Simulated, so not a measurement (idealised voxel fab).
The document below concerns the process module designated voxel self aligned contacts.
The cross-section shown here is cut; it is 245 nm wide and divided into square cells measuring 5 nm on a side.
For the purposes of this document, a cross-section shall be understood as a grid of square cells, specified as bands listed in top-to-bottom order, each band consisting of one or more rows of cells.
Quick guide to a band line: top height, bottom height (nm) up front; then every material left to right with its width in nm. Only one material and it's marked "everywhere"? Then it fills the band edge to edge. And "air" just means empty space.
Heads up on the height convention: 0 is the point under which the incoming wafer is all one material, and the lowest band has no bottom, it just keeps going down, like "0 nm and below".
Width "30->40": first value at the band's top row of cells, second value at its bottom row, equal change from row to row.
The cross-section has no changed cell in any step marked "no modifications".
Reported under the label "Encapsulated voids" are the empty spaces having no open way to the top and comprising 8 cells or more; the notation for each is width x height at distance, in which the distance is measured from the left edge and all three values are in nm.
after a step's settings: what the simulator itself notes on the step
"overlay nm" on a masked step: distance the mask lay right of its planned place, negative for left.
The following list gives the planned process steps
1 op RECEIVE | material Si
2 op OXIDIZE | depth nm 5
3 op DIRECTIONAL_DEP | material polySi | thk nm 30
4 op DIRECTIONAL_DEP | material SiN | thk nm 25
5 op DIRECTIONAL_DEP | material aC | thk nm 10
6 op PATTERN | tone cover | mask id GATE | material resist | width nm 25 | pitch nm 65 | thk nm 25 | overlay nm 0
7 op DIRECTIONAL_ETCH | etch materials aC | depth nm 10
8 op STRIP | etch materials resist
9 op DIRECTIONAL_ETCH | etch materials SiN | depth nm 25
10 op DIRECTIONAL_ETCH | etch materials polySi | depth nm 30
11 op STRIP | etch materials aC
12 op CONFORMAL_DEP | material SiN | thk nm 10
13 op DIRECTIONAL_ETCH | etch materials SiN | depth nm 10
14 op FILL_DEP | material SiO2 | thk nm 20
15 op CMP | height nm 65
16 op PATTERN | tone open | mask id CONTACT | material resist | width nm 50 | thk nm 15 | overlay nm -15
17 op DIRECTIONAL_ETCH | etch materials SiO2 | depth nm 70
18 op STRIP | etch materials resist
19 op CONFORMAL_DEP | material TiN | thk nm 5
20 op FILL_DEP | material W | thk nm 5
21 op CMP | height nm 65
22 op CONFORMAL_DEP | material SiN | thk nm 5
Same starting wafers, different overlay nm at step 16. Plan value belongs to the first wafer.
First of several wafers, received after step 1, in cross-section
    0 nm and below | Si everywhere
    Encapsulated voids: none
Row per wafer, end-of-module: cell gain (+)/loss (-) by material since the wafer came in, then closed voids
overlay nm -15, -49 Si, +187 SiN, +420 SiO2, +36 TiN, +32 W, +60 polySi, Encapsulated voids: none
overlay nm -10, -49 Si, +187 SiN, +420 SiO2, +36 TiN, +32 W, +60 polySi, Encapsulated voids: none
overlay nm -5, -49 Si, +187 SiN, +420 SiO2, +36 TiN, +32 W, +60 polySi, Encapsulated voids: none
overlay nm 0, -49 Si, +187 SiN, +420 SiO2, +36 TiN, +32 W, +60 polySi, Encapsulated voids: none
overlay nm 5, -49 Si, +187 SiN, +420 SiO2, +36 TiN, +32 W, +60 polySi, Encapsulated voids: none
overlay nm 10, -49 Si, +187 SiN, +420 SiO2, +36 TiN, +32 W, +60 polySi, Encapsulated voids: none
overlay nm 15, -49 Si, +187 SiN, +420 SiO2, +36 TiN, +32 W, +60 polySi, Encapsulated voids: none
